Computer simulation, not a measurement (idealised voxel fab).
Process module in this document: voxel gate over fins
Displayed cross-section: cut, width of 220 nm, square cells sized 5 nm.
In what follows, cross-sections appear as grids of square cells, described through bands that run from the top down, where every band is one or more rows of cells. The band entry comprises the height of the band's top followed by the height of its bottom, expressed in nm, and subsequently the band's materials from left to right, each stated together with its width in nm. Where a single material is marked with the word "throughout", that material fills the band from edge to edge. The word "empty" represents empty space. The reference from which all heights are counted is 0, the level beneath which the as-received wafer is entirely one material; the lowest band, having no lower bound, proceeds downward and is written after the example "0 -> down". The width entry "30..40" should be interpreted row by row: the top row of cells in the band takes the first number, the bottom row takes the second number, and the change between adjacent rows is uniform throughout. No cell of the cross-section changed in a step that is given as "everything unchanged". So "Sealed void listing" is basically the list of trapped voids: any empty space of 8 cells or more that can't reach the top through an opening. They're written width x height at distance, the distance being from the left edge, and it's all nm. On each step's line, the part that comes after the settings is the simulator's own comment on the step. The "overlay nm" setting may appear on a step's line; for a step that uses a mask, it gives how far to the right of its planned position the mask lay, and a negative value indicates the left.
# These are the steps we planned for the process
step 1: RECEIVE,material Si
step 2: CONFORMAL_DEP,material SiN,thk nm 5
step 3: MASKED_ETCH,tone cover,mask id FINS,width nm 15,pitch nm 50,etch materials SiN,depth nm 5,overlay nm 0
step 4: MASKED_ETCH,tone cover,mask id FINS,width nm 15,pitch nm 50,etch materials Si,depth nm 40,overlay nm 0
step 5: FILL_DEP,material SiO2,thk nm 5
step 6: CMP,height nm 5
step 7: PATTERN,tone open,mask id RAIL,material resist,width nm 15,thk nm 15,overlay nm 0
step 8: DIRECTIONAL_ETCH,etch materials SiO2,depth nm 40
step 9: STRIP,etch materials resist
step 10: CONFORMAL_DEP,material TiN,thk nm 5
step 11: FILL_DEP,material Ru,thk nm 10
step 12: CMP,height nm 5
step 13: SELECTIVE_ETCH,etch materials W Ru TiN,depth nm 30
step 14: FILL_DEP,material SiO2,thk nm 5
step 15: CMP,height nm 5
step 16: SELECTIVE_ETCH,etch materials SiO2,depth nm 20
step 17: STRIP,etch materials SiN
step 18: CONFORMAL_DEP,material HfO2,thk nm 5
step 19: CONFORMAL_DEP,material TiN,thk nm 5
step 20: CONFORMAL_DEP,material TiAl,thk nm 5
step 21: CONFORMAL_DEP,material TiN,thk nm 5
step 22: FILL_DEP,material W,thk nm 15
step 23: CMP,height nm 30
step 24: CONFORMAL_DEP,material SiN,thk nm 5
# Incoming wafer in cross-section (state: after step 1)
> 0 -> down: Si throughout
> Sealed void listing: none
# Run as planned - first of the two wafers cross-sectioned at the end of the module
> 35 -> 30: SiN throughout
> 30 -> 20: W throughout
> 20 -> 15: W: 30  TiN: 155  W: 35
> 15 -> 10: W: 30  TiN: 5  TiAl: 45  TiN: 5  TiAl: 45  TiN: 5  TiAl: 45  TiN: 5  W: 35
> 10 -> 5: W: 30  TiN: 5  TiAl: 5  TiN: 35  TiAl: 5  TiN: 5  TiAl: 5  TiN: 35  TiAl: 5  TiN: 5  TiAl: 5  TiN: 35  TiAl: 5  TiN: 5  W: 35
> 5 -> 0: TiN: 35  TiAl: 5  TiN: 5  HfO2: 25  TiN: 5  TiAl: 5  TiN: 5  TiAl: 5  TiN: 5  HfO2: 25  TiN: 5  TiAl: 5  TiN: 5  TiAl: 5  TiN: 5  HfO2: 25  TiN: 5  TiAl: 5  TiN: 40
> 0 -> -5: TiAl: 40  TiN: 5  HfO2: 5  Si: 15  HfO2: 5  TiN: 5  TiAl: 15  TiN: 5  HfO2: 5  Si: 15  HfO2: 5  TiN: 5  TiAl: 15  TiN: 5  HfO2: 5  Si: 15  HfO2: 5  TiN: 5  TiAl: 45
> -5 -> -10: TiN: 45  HfO2: 5  Si: 15  HfO2: 5  TiN: 25  HfO2: 5  Si: 15  HfO2: 5  TiN: 25  HfO2: 5  Si: 15  HfO2: 5  TiN: 50
> -10 -> -15: HfO2: 50  Si: 15  HfO2: 35  Si: 15  HfO2: 35  Si: 15  HfO2: 55
> -15 -> -25: SiO2: 50  Si: 15  SiO2: 35  Si: 15  SiO2: 35  Si: 15  SiO2: 55
> -25 -> -30: SiO2: 50  Si: 15  SiO2: 10  TiN: 5  Ru: 5  TiN: 5  SiO2: 10  Si: 15  SiO2: 35  Si: 15  SiO2: 55
> -30 -> -35: SiO2: 50  Si: 15  SiO2: 10  TiN: 15  SiO2: 10  Si: 15  SiO2: 35  Si: 15  SiO2: 55
> -35 -> -40: SiO2: 50  Si: 15  SiO2: 35  Si: 15  SiO2: 35  Si: 15  SiO2: 55
> -40 -> down: Si throughout
> Sealed void listing: none
# The second wafer, shown in cross-section after the module: started the same way as the first and given the same plan, yet one mistake crept into how it was run
> 35 -> 30: SiN throughout
> 30 -> 20: W throughout
> 20 -> 15: W: 30  TiN: 155  W: 35
> 15 -> 10: W: 30  TiN: 5  TiAl: 45  TiN: 5  TiAl: 45  TiN: 5  TiAl: 45  TiN: 5  W: 35
> 10 -> 5: W: 30  TiN: 5  TiAl: 5  TiN: 35  TiAl: 5  TiN: 5  TiAl: 5  TiN: 35  TiAl: 5  TiN: 5  TiAl: 5  TiN: 35  TiAl: 5  TiN: 5  W: 35
> 5 -> 0: W: 30  TiN: 5  TiAl: 5  TiN: 5  HfO2: 25  TiN: 5  TiAl: 5  TiN: 5  TiAl: 5  TiN: 5  HfO2: 25  TiN: 5  TiAl: 5  TiN: 5  TiAl: 5  TiN: 5  HfO2: 25  TiN: 5  TiAl: 5  TiN: 5  W: 35
> 0 -> -10: W: 30  TiN: 5  TiAl: 5  TiN: 5  HfO2: 5  Si: 15  HfO2: 5  TiN: 5  TiAl: 5  TiN: 5  TiAl: 5  TiN: 5  HfO2: 5  Si: 15  HfO2: 5  TiN: 5  TiAl: 5  TiN: 5  TiAl: 5  TiN: 5  HfO2: 5  Si: 15  HfO2: 5  TiN: 5  TiAl: 5  TiN: 5  W: 35
> -10 -> -15: W: 30  TiN: 5  TiAl: 5  TiN: 5  HfO2: 5  Si: 15  HfO2: 5  TiN: 5  TiAl: 15  TiN: 5  HfO2: 5  Si: 15  HfO2: 5  TiN: 5  TiAl: 5  TiN: 5  TiAl: 5  TiN: 5  HfO2: 5  Si: 15  HfO2: 5  TiN: 5  TiAl: 5  TiN: 5  W: 35
> -15 -> -20: TiN: 35  TiAl: 5  TiN: 5  HfO2: 5  Si: 15  HfO2: 5  TiN: 25  HfO2: 5  Si: 15  HfO2: 5  TiN: 5  TiAl: 5  TiN: 5  TiAl: 5  TiN: 5  HfO2: 5  Si: 15  HfO2: 5  TiN: 5  TiAl: 5  TiN: 40
> -20 -> -25: TiAl: 40  TiN: 5  HfO2: 5  Si: 15  HfO2: 35  Si: 15  HfO2: 5  TiN: 5  TiAl: 15  TiN: 5  HfO2: 5  Si: 15  HfO2: 5  TiN: 5  TiAl: 45
> -25 -> -30: TiN: 45  HfO2: 5  Si: 15  HfO2: 10  TiN: 5  Ru: 5  TiN: 5  HfO2: 10  Si: 15  HfO2: 5  TiN: 25  HfO2: 5  Si: 15  HfO2: 5  TiN: 50
> -30 -> -35: HfO2: 50  Si: 15  HfO2: 10  TiN: 15  HfO2: 10  Si: 15  HfO2: 35  Si: 15  HfO2: 55
> -35 -> -40: SiO2: 50  Si: 15  SiO2: 35  Si: 15  SiO2: 35  Si: 15  SiO2: 55
> -40 -> down: Si throughout
> Sealed void listing: none
what went wrong: in the plan, step 16 was performed twice
Materials where the second wafer ends with more or fewer cells than the first: HfO2 +28, SiO2 -134, TiAl +20, TiN +34, W +52
